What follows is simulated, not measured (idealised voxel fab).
Name of the process module below: voxel capacitor over wiring
It is cross-section cut that appears here, measuring 155 nm in width, its square cells being 5 nm in size.
Reading order for cross-sections: top band down to bottom band. Underlying form: a grid of square cells. Band size: one or more rows of cells.
Each band's line starts with the height of the band's top and of its bottom, in nm. Then come its materials from left to right, each with its width in nm. One material with "everywhere" fills the band from edge to edge. "empty" is empty space.
Height 0 is the level under which the wafer as received is all one material. The lowest band goes on downwards, as in "top 0, no bottom".
A width such as "30..40" changes by the same amount from each row of cells to the next, from the band's top row to its bottom row.
"changes: none" after a step means that no cell of the cross-section changed.
Listed in "closed voids": every empty space of 8 or more cells without an open way to the top. Form: width x height at distance, the distance being from the left edge, all in nm.
Text after the settings on a step's line: the simulator's own remark on that step.
When a step includes a mask, the "overlay nm" setting on its line states how far to the right of its planned place that mask lay, and negative values state how far to the left.
List of planned process steps
step 1: RECEIVE [material Si]
step 2: CONFORMAL_DEP [material SiO2] [thk nm 10]
step 3: CONFORMAL_DEP [material SiN] [thk nm 5]
step 4: DIRECTIONAL_DEP [material SiO2] [thk nm 15]
step 5: DIRECTIONAL_DEP [material aC] [thk nm 15]
step 6: PATTERN [tone open] [mask id METAL_1] [material resist] [width nm 20] [pitch nm 85] [thk nm 30] [overlay nm 0]
step 7: DIRECTIONAL_ETCH [etch materials aC] [depth nm 15]
step 8: STRIP [etch materials resist]
step 9: DIRECTIONAL_ETCH [etch materials SiO2] [depth nm 25]
step 10: DIRECTIONAL_ETCH [etch materials SiN] [depth nm 5]
step 11: STRIP [etch materials aC]
step 12: CONFORMAL_DEP [material TiN] [thk nm 5]
step 13: FILL_DEP [material Cu] [thk nm 5]
step 14: CMP [height nm 40]
step 15: CONFORMAL_DEP [material SiCN] [thk nm 5]
step 16: DIRECTIONAL_DEP [material SiO2] [thk nm 15]
step 17: DIRECTIONAL_DEP [material aC] [thk nm 15]
step 18: PATTERN [tone open] [mask id PLUG_1] [material resist] [width nm 15] [thk nm 30] [overlay nm 0]
step 19: DIRECTIONAL_ETCH [etch materials aC] [depth nm 15]
step 20: STRIP [etch materials resist]
step 21: DIRECTIONAL_ETCH [etch materials SiO2] [depth nm 15]
step 22: DIRECTIONAL_ETCH [etch materials SiCN] [depth nm 5]
step 23: STRIP [etch materials aC]
step 24: EPI [material Ru] [thk nm 10]
step 25: EPI [material Ru] [thk nm 10]
step 26: DIRECTIONAL_DEP [material TiN] [thk nm 10]
step 27: DIRECTIONAL_DEP [material SiN] [thk nm 5]
step 28: DIRECTIONAL_DEP [material TiN] [thk nm 5]
step 29: PATTERN [tone cover] [mask id UPPER_PLATE] [material resist] [width nm 70] [thk nm 15] [overlay nm 0]
step 30: DIRECTIONAL_ETCH [etch materials TiN] [depth nm 5]
step 31: DIRECTIONAL_ETCH [etch materials SiN] [depth nm 5]
step 32: STRIP [etch materials resist]
step 33: MASKED_ETCH [tone cover] [mask id LOWER_PLATE] [width nm 80] [etch materials TiN] [depth nm 10] [overlay nm 0]
step 34: FILL_DEP [material SiO2] [thk nm 15]
step 35: CMP [height nm 90]
step 36: MASKED_ETCH [tone open] [mask id PLUG_2] [width nm 15] [etch materials SiO2] [depth nm 10] [overlay nm 0]
step 37: CONFORMAL_DEP [material TiN] [thk nm 5]
step 38: FILL_DEP [material Ru] [thk nm 10]
step 39: CMP [height nm 90]
step 40: CONFORMAL_DEP [material SiCN] [thk nm 5]
Be aware that, although all wafers share a common starting state, the thk nm at step 4 differs among them, and the plan displays the first wafer's value.
Cross-section of the first of several wafers as received (after step 1)
* top 0, no bottom = Si everywhere
* closed voids: none
Basically each wafer gets a line in the table, showing it at the end of the module: material by material, the cells it gained (+) or lost (-) since we got it, then its closed voids
thk nm 15; +47 Cu; +13 Ru; +59 SiCN; +37 SiN; +335 SiO2; +98 TiN; closed voids: none
thk nm 20; +20 Cu; +13 Ru; +59 SiCN; +37 SiN; +358 SiO2; +102 TiN; closed voids: none
thk nm 25; +20 Cu; +13 Ru; +59 SiCN; +37 SiN; +381 SiO2; +79 TiN; closed voids: none
thk nm 30; +12 Cu; +13 Ru; +59 SiCN; +45 SiN; +389 SiO2; +71 TiN; closed voids: none
thk nm 35; +8 Cu; +13 Ru; +59 SiCN; +45 SiN; +397 SiO2; +67 TiN; closed voids: none
thk nm 40; +4 Cu; +13 Ru; +59 SiCN; +45 SiN; +405 SiO2; +63 TiN; closed voids: none
